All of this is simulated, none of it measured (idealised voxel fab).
process module | voxel air gaps
cross-section cut | 205 nm wide | cells 5 nm
A cross-section is a grid of square cells, given in bands from the top down. A band is one or more rows of cells.
Each band's line starts with the height of the band's top and of its bottom, in nm. Then come its materials from left to right, each with its width in nm. One material with "throughout" fills the band from edge to edge. "air" is empty space.
Height 0 is the level under which the wafer as received is all one material. The lowest band goes on downwards, as in "0 down".
A width such as "30 to 40" changes by the same amount from each row of cells to the next, from the band's top row to its bottom row.
"no change" after a step means that no cell of the cross-section changed.
closed voids: empty space of 8 cells or more with no open way to the top, each as width x height at its distance from the left edge, in nm
after a step's settings: what the simulator itself notes on the step
overlay nm, on a step with a mask: how far to the right of its planned place the mask lay; to the left if negative
plan
1 op RECEIVE | material Si
2 op CONFORMAL_DEP | material SiO2 | thk nm 15
3 op CONFORMAL_DEP | material SiN | thk nm 5
4 op DIRECTIONAL_DEP | material lowk | thk nm 40
5 op MASKED_ETCH | tone open | mask id LINES | width nm 25 | pitch nm 55 | etch materials lowk | depth nm 40 | overlay nm 0
6 op CONFORMAL_DEP | material TiN | thk nm 5
7 op FILL_DEP | material Ru | thk nm 5
8 op CMP | height nm 60
9 op EPI | material Ru | thk nm 10
10 op SELECTIVE_ETCH | etch materials lowk | depth nm 50
11 op CONFORMAL_DEP | material SiCN | thk nm 5
first wafer, as planned
as received, after step 1
  0 down: Si throughout
  closed voids: none
after step 2
  15 to 0: SiO2 throughout
  below 0: unchanged
after step 3
  20 to 15: SiN throughout
  below 15: unchanged
after step 4
  60 to 20: lowk throughout
  below 20: unchanged
after step 5
  60 to 20: lowk 35 | air 25 | lowk 30 | air 25 | lowk 30 | air 25 | lowk 35
  below 20: unchanged
after step 6
  65 to 60: TiN 40 | air 15 | TiN 40 | air 15 | TiN 40 | air 15 | TiN 40
  60 to 25: lowk 35 | TiN 5 | air 15 | TiN 5 | lowk 30 | TiN 5 | air 15 | TiN 5 | lowk 30 | TiN 5 | air 15 | TiN 5 | lowk 35
  25 to 20: lowk 35 | TiN 25 | lowk 30 | TiN 25 | lowk 30 | TiN 25 | lowk 35
  below 20: unchanged
after step 7
  70 to 65: Ru throughout
  65 to 60: TiN 40 | Ru 15 | TiN 40 | Ru 15 | TiN 40 | Ru 15 | TiN 40
  60 to 25: lowk 35 | TiN 5 | Ru 15 | TiN 5 | lowk 30 | TiN 5 | Ru 15 | TiN 5 | lowk 30 | TiN 5 | Ru 15 | TiN 5 | lowk 35
  below 25: unchanged
after step 8
  60 to 25: lowk 35 | TiN 5 | Ru 15 | TiN 5 | lowk 30 | TiN 5 | Ru 15 | TiN 5 | lowk 30 | TiN 5 | Ru 15 | TiN 5 | lowk 35
  below 25: unchanged
after step 9
  70 to 60: air 25 | Ru 45 | air 10 | Ru 45 | air 10 | Ru 45 | air 25
  below 60: unchanged
after step 10
  70 to 60: air 25 | Ru 45 | air 10 | Ru 45 | air 10 | Ru 45 | air 25
  60 to 25: air 35 | TiN 5 | Ru 15 | TiN 5 | air 30 | TiN 5 | Ru 15 | TiN 5 | air 30 | TiN 5 | Ru 15 | TiN 5 | air 35
  25 to 20: air 35 | TiN 25 | air 30 | TiN 25 | air 30 | TiN 25 | air 35
  below 20: unchanged
after step 11
  75 to 70: air 20 | SiCN 165 | air 20
  70 to 60: air 20 | SiCN 5 | Ru 45 | SiCN 10 | Ru 45 | SiCN 10 | Ru 45 | SiCN 5 | air 20
  60 to 55: air 20 | SiCN 15 | TiN 5 | Ru 15 | TiN 5 | SiCN 30 | TiN 5 | Ru 15 | TiN 5 | SiCN 30 | TiN 5 | Ru 15 | TiN 5 | SiCN 15 | air 20
  55 to 25: air 30 | SiCN 5 | TiN 5 | Ru 15 | TiN 5 | SiCN 5 | air 20 | SiCN 5 | TiN 5 | Ru 15 | TiN 5 | SiCN 5 | air 20 | SiCN 5 | TiN 5 | Ru 15 | TiN 5 | SiCN 5 | air 30
  25 to 20: SiCN 35 | TiN 25 | SiCN 30 | TiN 25 | SiCN 30 | TiN 25 | SiCN 35
  below 20: unchanged
  closed voids: 20 x 30 at 65; 20 x 30 at 120
second wafer: like start, like plan, one mistake. Through step 8 it matches the first wafer
when step 9 should have ended
  80 to 60: air 15 | Ru 175 | air 15
  below 60: unchanged
when step 10 should have ended
  80 to 60: air 15 | Ru 175 | air 15
  60 to 25: air 35 | TiN 5 | Ru 15 | TiN 5 | lowk 30 | TiN 5 | Ru 15 | TiN 5 | lowk 30 | TiN 5 | Ru 15 | TiN 5 | air 35
  25 to 20: air 35 | TiN 25 | lowk 30 | TiN 25 | lowk 30 | TiN 25 | air 35
  below 20: unchanged
when step 11 should have ended
  85 to 80: air 10 | SiCN 185 | air 10
  80 to 60: air 10 | SiCN 5 | Ru 175 | SiCN 5 | air 10
  60 to 55: air 10 | SiCN 25 | TiN 5 | Ru 15 | TiN 5 | lowk 30 | TiN 5 | Ru 15 | TiN 5 | lowk 30 | TiN 5 | Ru 15 | TiN 5 | SiCN 25 | air 10
  55 to 25: air 30 | SiCN 5 | TiN 5 | Ru 15 | TiN 5 | lowk 30 | TiN 5 | Ru 15 | TiN 5 | lowk 30 | TiN 5 | Ru 15 | TiN 5 | SiCN 5 | air 30
  25 to 20: SiCN 35 | TiN 25 | lowk 30 | TiN 25 | lowk 30 | TiN 25 | SiCN 35
  below 20: unchanged
what went wrong: step 9 was run twice
at the end the second wafer has, in cells: 86 more of Ru | 44 fewer of SiCN | 96 more of lowk
closed voids at the end (first wafer, second wafer): 2, 0
